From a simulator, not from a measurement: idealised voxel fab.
Presented below is a process module, voxel self aligned contacts.
Section shown: cut. Width: 280 nm. Cell size: 5 nm, square.
In this document a cross-section is written as a grid of square cells. It is given as a series of bands, listed from the top down, and a band is one or more rows of cells. Heights first: top, then bottom, in nm. Then materials, left to right, each with a width in nm. "all across" on a single material: fills the band edge to edge. "air": empty space. Height reference: 0 = level under which incoming wafer is all one material. Lowest band: no bottom, runs on downward, e.g. "0 and below". Per-row width for "30 to 40": begins at first number (top row of band), ends at second number (bottom row), increment between rows held constant. What does "all unchanged" mean for a step? It means no cell of the cross-section changed in that step. The entry titled "Closed cavity list" provides the empty spaces that have no open way to the top, restricted to those of 8 cells or more. Each is presented as width x height at distance, the distance being measured from the left edge, with all three in nm. Note: text after step settings on the step line = simulator remark on that step. When a step includes a mask, the "overlay nm" setting on its line states how far to the right of its planned place that mask lay, and negative values state how far to the left.
[Set out below are the planned steps of the process]
1,RECEIVE,material Si
2,CONFORMAL_DEP,material SiO2,thk nm 5
3,DIRECTIONAL_DEP,material polySi,thk nm 20
4,DIRECTIONAL_DEP,material SiN,thk nm 15
5,PATTERN,tone cover,mask id GATE,material resist,width nm 15,pitch nm 50,thk nm 20,overlay nm 0
6,DIRECTIONAL_ETCH,etch materials SiN,depth nm 15
7,DIRECTIONAL_ETCH,etch materials polySi,depth nm 20
8,STRIP,etch materials resist
9,CONFORMAL_DEP,material SiN,thk nm 5
10,DIRECTIONAL_ETCH,etch materials SiN,depth nm 5
11,FILL_DEP,material SiO2,thk nm 15
12,CMP,height nm 45
13,MASKED_ETCH,tone open,mask id CONTACT,width nm 35,etch materials SiO2,depth nm 45,overlay nm 0
14,CONFORMAL_DEP,material TiN,thk nm 5
15,FILL_DEP,material W,thk nm 10
16,CMP,height nm 45
17,CONFORMAL_DEP,material SiCN,thk nm 5
Heads up: all these wafers start the same, and what changes between them is the width nm in step 5. The value you see in the plan is just what the first wafer got.
[Cross-section of the first incoming wafer of several, state after step 1]
0 and below: Si all across
Closed cavity list: none
[Per-wafer rows below. For each material: cells gained (+) or lost (-) since the wafer was received, as of end of module. Then: closed voids]
width nm 15, +56 SiCN, +46 SiN, +387 SiO2, +23 TiN, +24 W, +24 polySi, Closed cavity list: none
width nm 20, +56 SiCN, +52 SiN, +381 SiO2, +23 TiN, +16 W, +32 polySi, Closed cavity list: none
width nm 25, +56 SiCN, +58 SiN, +375 SiO2, +23 TiN, +8 W, +40 polySi, Closed cavity list: none
width nm 30, +56 SiCN, +64 SiN, +369 SiO2, +23 TiN, +48 polySi, Closed cavity list: none
width nm 35, +56 SiCN, +70 SiN, +363 SiO2, +15 TiN, +56 polySi, Closed cavity list: none
